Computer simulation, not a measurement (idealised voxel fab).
process module | voxel spacer lines
cross-section cut | 235 nm wide | cells 5 nm
A cross-section is a grid of square cells, given in bands from the top down. A band is one or more rows of cells.
Each band's line starts with the height of the band's top and of its bottom, in nm. Then come its materials from left to right, each with its width in nm. One material with "throughout" fills the band from edge to edge. "air" is empty space.
Height 0 is the level under which the wafer as received is all one material. The lowest band goes on downwards, as in "0 down".
A width such as "30 to 40" changes by the same amount from each row of cells to the next, from the band's top row to its bottom row.
"no change" after a step means that no cell of the cross-section changed.
closed voids: empty space of 8 cells or more with no open way to the top, each as width x height at its distance from the left edge, in nm
after a step's settings: what the simulator itself notes on the step
overlay nm, on a step with a mask: how far to the right of its planned place the mask lay; to the left if negative
plan
1 op RECEIVE | material Si
2 op CONFORMAL_DEP | material SiO2 | thk nm 5
3 op DIRECTIONAL_DEP | material TiN | thk nm 20
4 op DIRECTIONAL_DEP | material aC | thk nm 20
5 op PATTERN | tone cover | mask id MANDREL | material resist | width nm 15 | pitch nm 60 | thk nm 25 | overlay nm 0
6 op DIRECTIONAL_ETCH | etch materials aC | depth nm 20
7 op STRIP | etch materials resist
8 op CONFORMAL_DEP | material SiN | thk nm 15
9 op DIRECTIONAL_ETCH | etch materials SiN | depth nm 15
10 op STRIP | etch materials aC
11 op DIRECTIONAL_ETCH | etch materials TiN | depth nm 20
12 op STRIP | etch materials SiN
13 op FILL_DEP | material SiO2 | thk nm 5
14 op CMP | height nm 25
varied across the wafers: width nm of step 5. The plan shows the first wafer's value. All wafers start alike
first wafer as received, after step 1
  0 down: Si throughout
  closed voids: none
each wafer at the end: cells of each material gained (+) or lost (-) since it was received, then its closed voids
width nm 15 | +187 SiO2 | +48 TiN | closed voids: none
width nm 20 | +187 SiO2 | +48 TiN | closed voids: none
width nm 25 | +187 SiO2 | +48 TiN | closed voids: none
width nm 30 | +187 SiO2 | +48 TiN | closed voids: none
